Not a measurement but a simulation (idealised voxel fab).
Process module heading - voxel fin reveal
245 nm wide, 5 nm square cells: that's cross-section cut.
Think of the cross-section as a grid of square cells. We describe it in bands, top to bottom, and each band covers one or more rows of those cells.
A band entry consists of two parts. The first gives the height of the band's top and the height of its bottom, in nm. The rest lists the band's materials from left to right, each with its width in nm. A single material labelled with the word "everywhere" fills the band from edge to edge, and the word "air" marks empty space.
Where do heights start? At 0: under that level the wafer as delivered is made of one material only. And the lowest band has no floor; it just carries on downward, as in "0 -> down".
Quick explanation for "30->40": the width changes in equal steps down the rows of cells, from the first number in the band's top row to the second number in its bottom row.
Key: "nothing different" - step with no changed cell in the cross-section.
"Closed empty spaces" lists enclosed empty spaces (at least 8 cells, no open path upward to the top), each as width x height at distance from the left edge, in nm.
Post-settings text on a step line: simulator's own remark regarding the step.
Each step line may optionally specify "overlay nm", which for a step with a mask gives the rightward distance between the mask's planned place and where it lay, a negative value indicating the leftward direction.
[These are the steps we planned for the process]
1,RECEIVE: material Si
2,CONFORMAL_DEP: material SiN, thk nm 5
3,DIRECTIONAL_DEP: material aC, thk nm 10
4,PATTERN: tone cover, mask id FINS, material resist, width nm 15, pitch nm 40, thk nm 25, overlay nm -15
5,DIRECTIONAL_ETCH: etch materials aC, depth nm 10
6,STRIP: etch materials resist
7,DIRECTIONAL_ETCH: etch materials SiN, depth nm 5
8,DIRECTIONAL_ETCH: etch materials Si, depth nm 35
9,STRIP: etch materials aC
10,OXIDIZE: depth nm 5
11,FILL_DEP: material SiO2, thk nm 5
12,CMP: height nm 5
13,SELECTIVE_ETCH: etch materials SiO2, depth nm 30
14,STRIP: etch materials SiN
Split variable: overlay nm, step 4. Plan value = first wafer. Wafers start alike.
[First of several wafers (as received, post step 1), cross-sectional view]
- 0 -> down | Si everywhere
- Closed empty spaces: none
[The rows of the table below are wafers. Looking at the end of the module, a row counts, for every material, the cells the wafer has gained, shown as (+), or lost, shown as (-), since it was received; its closed voids come next]
overlay nm -15 | -368 Si | +138 SiO2 | Closed empty spaces: none
overlay nm -10 | -368 Si | +138 SiO2 | Closed empty spaces: none
overlay nm -5 | -368 Si | +138 SiO2 | Closed empty spaces: none
overlay nm 0 | -368 Si | +138 SiO2 | Closed empty spaces: none
overlay nm 5 | -368 Si | +138 SiO2 | Closed empty spaces: none
overlay nm 10 | -368 Si | +138 SiO2 | Closed empty spaces: none
overlay nm 15 | -368 Si | +138 SiO2 | Closed empty spaces: none
